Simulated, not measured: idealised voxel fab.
Process module under the name voxel self aligned contacts
165 nm wide, 5 nm square cells: that's cross-section cut.
Format of a cross-section: grid, square cells. Given as bands. Order: top down. Band: one or more rows of cells.
In this notation a band is specified by the heights of its top and bottom, in that order and in nm, after which its materials appear from left to right, each paired with its width in nm. The word "all across" attached to a single material means that material fills the band from edge to edge; the word "blank" stands for empty space.
Measure heights from 0. That's the level where, below it, the as-received wafer is all one material. The lowest band is bottomless and extends downward; write it as in "0 -> down".
Quick explanation for "30..40": the width changes in equal steps down the rows of cells, from the first number in the band's top row to the second number in its bottom row.
Given "same as before" for a step, no cell of the cross-section differs between before and after that step.
Empty spaces counting at least 8 cells and having no open way to the top are listed in "Completely sealed voids". The notation width x height at distance is used for each, the distance being from the left edge and all three values in nm.
If you see something after the settings on a step's line, that's the simulator's own remark about that step.
overlay nm: on a step with a mask, how far right of its planned place the mask lay; negative means left.
Steps in the process plan
1 RECEIVE: material Si
2 OXIDIZE: depth nm 5
3 DIRECTIONAL_DEP: material polySi, thk nm 30
4 DIRECTIONAL_DEP: material SiN, thk nm 15
5 PATTERN: tone cover, mask id GATE, material resist, width nm 30, pitch nm 60, thk nm 15, overlay nm 0
6 DIRECTIONAL_ETCH: etch materials SiN, depth nm 15
7 DIRECTIONAL_ETCH: etch materials polySi, depth nm 30
8 STRIP: etch materials resist
9 CONFORMAL_DEP: material SiN, thk nm 5
10 DIRECTIONAL_ETCH: etch materials SiN, depth nm 5
11 FILL_DEP: material SiO2, thk nm 20
12 CMP: height nm 55
13 PATTERN: tone open, mask id CONTACT, material resist, width nm 40, thk nm 15, overlay nm 0
14 DIRECTIONAL_ETCH: etch materials SiO2, depth nm 60
15 STRIP: etch materials resist
16 CONFORMAL_DEP: material TiN, thk nm 5
17 FILL_DEP: material Ru, thk nm 10
18 CMP: height nm 55
19 CONFORMAL_DEP: material SiN, thk nm 5
The first of a set of two wafers, run to plan
Cross-section of the wafer as it came to us, i.e., already through step 1
    0 -> down = Si all across
    Completely sealed voids: none
After step 2, in cross-section
    0 -> -5 = SiO2 all across
    Lower than -5, everything is as it was.
After step 3, in cross-section
    30 -> 0 = polySi all across
    Lower than 0, everything is as it was.
After step 4, in cross-section
    45 -> 30 = SiN all across
    Lower than 30, everything is as it was.
After step 5, in cross-section
    60 -> 45 = 35 blank, then 30 resist, then 30 blank, then 30 resist, then 40 blank
    Lower than 45, everything is as it was.
After step 6, in cross-section
    60 -> 45 = 35 blank, then 30 resist, then 30 blank, then 30 resist, then 40 blank
    45 -> 30 = 35 blank, then 30 SiN, then 30 blank, then 30 SiN, then 40 blank
    Lower than 30, everything is as it was.
After step 7, in cross-section
    60 -> 45 = 35 blank, then 30 resist, then 30 blank, then 30 resist, then 40 blank
    45 -> 30 = 35 blank, then 30 SiN, then 30 blank, then 30 SiN, then 40 blank
    30 -> 0 = 35 blank, then 30 polySi, then 30 blank, then 30 polySi, then 40 blank
    Lower than 0, everything is as it was.
After step 8, in cross-section
    45 -> 30 = 35 blank, then 30 SiN, then 30 blank, then 30 SiN, then 40 blank
    Lower than 30, everything is as it was.
After step 9, in cross-section
    50 -> 30 = 30 blank, then 40 SiN, then 20 blank, then 40 SiN, then 35 blank
    30 -> 5 = 30 blank, then 5 SiN, then 30 polySi, then 5 SiN, then 20 blank, then 5 SiN, then 30 polySi, then 5 SiN, then 35 blank
    5 -> 0 = 35 SiN, then 30 polySi, then 30 SiN, then 30 polySi, then 40 SiN
    Lower than 0, everything is as it was.
After step 10, in cross-section
    45 -> 30 = 30 blank, then 40 SiN, then 20 blank, then 40 SiN, then 35 blank
    30 -> 0 = 30 blank, then 5 SiN, then 30 polySi, then 5 SiN, then 20 blank, then 5 SiN, then 30 polySi, then 5 SiN, then 35 blank
    Lower than 0, everything is as it was.
After step 11, in cross-section
    65 -> 45 = SiO2 all across
    45 -> 30 = 30 SiO2, then 40 SiN, then 20 SiO2, then 40 SiN, then 35 SiO2
    30 -> 0 = 30 SiO2, then 5 SiN, then 30 polySi, then 5 SiN, then 20 SiO2, then 5 SiN, then 30 polySi, then 5 SiN, then 35 SiO2
    Lower than 0, everything is as it was.
After step 12, in cross-section
    55 -> 45 = SiO2 all across
    Lower than 45, everything is as it was.
After step 13, in cross-section
    70 -> 55 = 60 resist, then 40 blank, then 65 resist
    Lower than 55, everything is as it was.
After step 14, in cross-section
    70 -> 55 = 60 resist, then 40 blank, then 65 resist
    55 -> 45 = 60 SiO2, then 40 blank, then 65 SiO2
    45 -> 30 = 30 SiO2, then 40 SiN, then 20 blank, then 40 SiN, then 35 SiO2
    30 -> 0 = 30 SiO2, then 5 SiN, then 30 polySi, then 5 SiN, then 20 blank, then 5 SiN, then 30 polySi, then 5 SiN, then 35 SiO2
    0 -> -5 = 70 SiO2, then 20 blank, then 75 SiO2
    Lower than -5, everything is as it was.
After step 15, in cross-section
    55 -> 45 = 60 SiO2, then 40 blank, then 65 SiO2
    Lower than 45, everything is as it was.
After step 16, in cross-section
    60 -> 55 = 65 TiN, then 30 blank, then 70 TiN
    55 -> 45 = 60 SiO2, then 5..15 TiN, then 30..10 blank, then 5..15 TiN, then 65 SiO2
    45 -> 30 = 30 SiO2, then 40 SiN, then 5 TiN, then 10 blank, then 5 TiN, then 40 SiN, then 35 SiO2
    30 -> 0 = 30 SiO2, then 5 SiN, then 30 polySi, then 5 SiN, then 5 TiN, then 10 blank, then 5 TiN, then 5 SiN, then 30 polySi, then 5 SiN, then 35 SiO2
    0 -> -5 = 70 SiO2, then 20 TiN, then 75 SiO2
    Lower than -5, everything is as it was.
After step 17, in cross-section
    70 -> 60 = Ru all across
    60 -> 55 = 65 TiN, then 30 Ru, then 70 TiN
    55 -> 45 = 60 SiO2, then 5..15 TiN, then 30..10 Ru, then 5..15 TiN, then 65 SiO2
    45 -> 30 = 30 SiO2, then 40 SiN, then 5 TiN, then 10 Ru, then 5 TiN, then 40 SiN, then 35 SiO2
    30 -> 0 = 30 SiO2, then 5 SiN, then 30 polySi, then 5 SiN, then 5 TiN, then 10 Ru, then 5 TiN, then 5 SiN, then 30 polySi, then 5 SiN, then 35 SiO2
    Lower than 0, everything is as it was.
After step 18, in cross-section
    55 -> 45 = 60 SiO2, then 5..15 TiN, then 30..10 Ru, then 5..15 TiN, then 65 SiO2
    Lower than 45, everything is as it was.
After step 19, in cross-section
    60 -> 55 = SiN all across
    Lower than 55, everything is as it was.
Second of two: same start, same plan, one run error; steps up to and including 17 match the first
Cross-section of the second wafer at the time by which step 18 should have been completed according to the plan
    50 -> 45 = 60 SiO2, then 15 TiN, then 10 Ru, then 15 TiN, then 65 SiO2
    Lower than 45, everything is as it was.
Cross-section of the second wafer at the time by which step 19 should have been completed according to the plan
    55 -> 50 = SiN all across
    Lower than 50, everything is as it was.
Where did the run depart from the plan? step 18 went in with a setting other than planned; the actual run was CMP: height nm 50
Cell-count delta at end, second wafer over first, by material: Ru: 6 fewer; SiO2: 25 fewer; TiN: 2 fewer
